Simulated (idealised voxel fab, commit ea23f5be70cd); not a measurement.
process module | voxel self aligned contacts
Displayed cross-section: cut, width of 215 nm, square cells sized 5 nm.
Notation: cross-section as square-cell grid; stated in bands, top first, going down; one or more cell rows per band. Within each band entry, the heights of the top and of the bottom of the band appear first, in that order and in nm; the materials of the band then follow from left to right, each with its corresponding width in nm. The designation "throughout" on a single material indicates that it fills the band from edge to edge; the designation "blank" indicates empty space. The level at which height equals 0 is the one under which the wafer, as it arrives, is entirely one material. No lower edge exists for the bottom band, which continues downward and is notated as in "0 down". Per-row width for "30 to 40": begins at first number (top row of band), ends at second number (bottom row), increment between rows held constant. The designation "remained unchanged", where it is given for a processing step, indicates that no cell of the cross-section was altered in the course of that step. "Trapped voids": sealed empty spaces, 8 cells or more, no open way to top, listed width x height at distance, with distance from the left edge and width, height and distance in nm. Note: text after step settings on the step line = simulator remark on that step. If you see "overlay nm" on a step's line and that step has a mask, it's telling you how far right of where it was planned the mask ended up; a negative number means it went left instead.

[These are the steps we planned for the process]
| 1 | RECEIVE | material Si |
| 2 | CONFORMAL_DEP | material SiO2 | thk nm 5 |
| 3 | DIRECTIONAL_DEP | material polySi | thk nm 20 |
| 4 | DIRECTIONAL_DEP | material SiN | thk nm 25 |
| 5 | MASKED_ETCH | tone cover | mask id GATE | width nm 25 | pitch nm 65 | etch materials SiN | depth nm 25 | overlay nm 0 |
| 6 | MASKED_ETCH | tone cover | mask id GATE | width nm 25 | pitch nm 65 | etch materials polySi | depth nm 20 | overlay nm 0 |
| 7 | CONFORMAL_DEP | material SiN | thk nm 10 |
| 8 | DIRECTIONAL_ETCH | etch materials SiN | depth nm 10 |
| 9 | FILL_DEP | material SiO2 | thk nm 20 |
| 10 | CMP | height nm 60 |
| 11 | DIRECTIONAL_DEP | material aC | thk nm 15 |
| 12 | PATTERN | tone open | mask id CONTACT | material resist | width nm 50 | pitch nm 65 | thk nm 35 | overlay nm 0 |
| 13 | DIRECTIONAL_ETCH | etch materials aC | depth nm 15 |
| 14 | STRIP | etch materials resist |
| 15 | DIRECTIONAL_ETCH | etch materials SiO2 | depth nm 60 |
| 16 | STRIP | etch materials aC |
| 17 | CONFORMAL_DEP | material TiN | thk nm 5 |
| 18 | FILL_DEP | material Ru | thk nm 5 |
| 19 | CMP | height nm 60 |
| 20 | CONFORMAL_DEP | material SiCN | thk nm 5 |

[Delivered wafer in cross-section: state after step 1]
	0 down  Si throughout
	Trapped voids: none

[The first of two wafers, cross-sectioned at the end of the module, with the run proceeding as planned]
	65 to 60  SiCN throughout
	60 to 50  SiO2 50 nm | TiN 5 to 20 nm | Ru 40 to 10 nm | TiN 5 to 20 nm | SiO2 15 nm | TiN 5 to 20 nm | Ru 40 to 10 nm | TiN 5 to 20 nm | SiO2 50 nm
	50 to 25  SiO2 20 nm | SiN 45 nm | TiN 5 nm | Ru 10 nm | TiN 5 nm | SiN 45 nm | TiN 5 nm | Ru 10 nm | TiN 5 nm | SiN 45 nm | SiO2 20 nm
	25 to 5  SiO2 20 nm | SiN 10 nm | polySi 25 nm | SiN 10 nm | TiN 5 nm | Ru 10 nm | TiN 5 nm | SiN 10 nm | polySi 25 nm | SiN 10 nm | TiN 5 nm | Ru 10 nm | TiN 5 nm | SiN 10 nm | polySi 25 nm | SiN 10 nm | SiO2 20 nm
	5 to 0  SiO2 65 nm | TiN 20 nm | SiO2 45 nm | TiN 20 nm | SiO2 65 nm
	0 down  Si throughout
	Trapped voids: none

[Cross-sectional view of the second of two wafers upon completion of the module. This wafer shared its starting condition and process plan with the first; one error was made during its execution]
	65 to 60  SiCN throughout
	60 to 45  SiO2 20 nm | SiN 45 nm | TiN 5 nm | Ru 10 nm | TiN 5 nm | SiN 45 nm | TiN 5 nm | Ru 10 nm | TiN 5 nm | SiN 45 nm | SiO2 20 nm
	45 to 30  SiO2 20 nm | SiN 10 nm | polySi 25 nm | SiN 10 nm | TiN 5 nm | Ru 10 nm | TiN 5 nm | SiN 10 nm | polySi 25 nm | SiN 10 nm | TiN 5 nm | Ru 10 nm | TiN 5 nm | SiN 10 nm | polySi 25 nm | SiN 10 nm | SiO2 20 nm
	30 to 25  SiO2 20 nm | SiN 10 nm | polySi 25 nm | SiN 10 nm | TiN 20 nm | SiN 10 nm | polySi 25 nm | SiN 10 nm | TiN 20 nm | SiN 10 nm | polySi 25 nm | SiN 10 nm | SiO2 20 nm
	25 to 5  polySi throughout
	5 to 0  SiO2 throughout
	0 down  Si throughout
	Trapped voids: none
Processing error: step 3 of the plan was carried out twice
Final tally in cells, some materials are higher or lower on the second wafer than on the first: 32 fewer of Ru | 54 fewer of SiN | 54 fewer of SiO2 | 32 fewer of TiN | 172 more of polySi
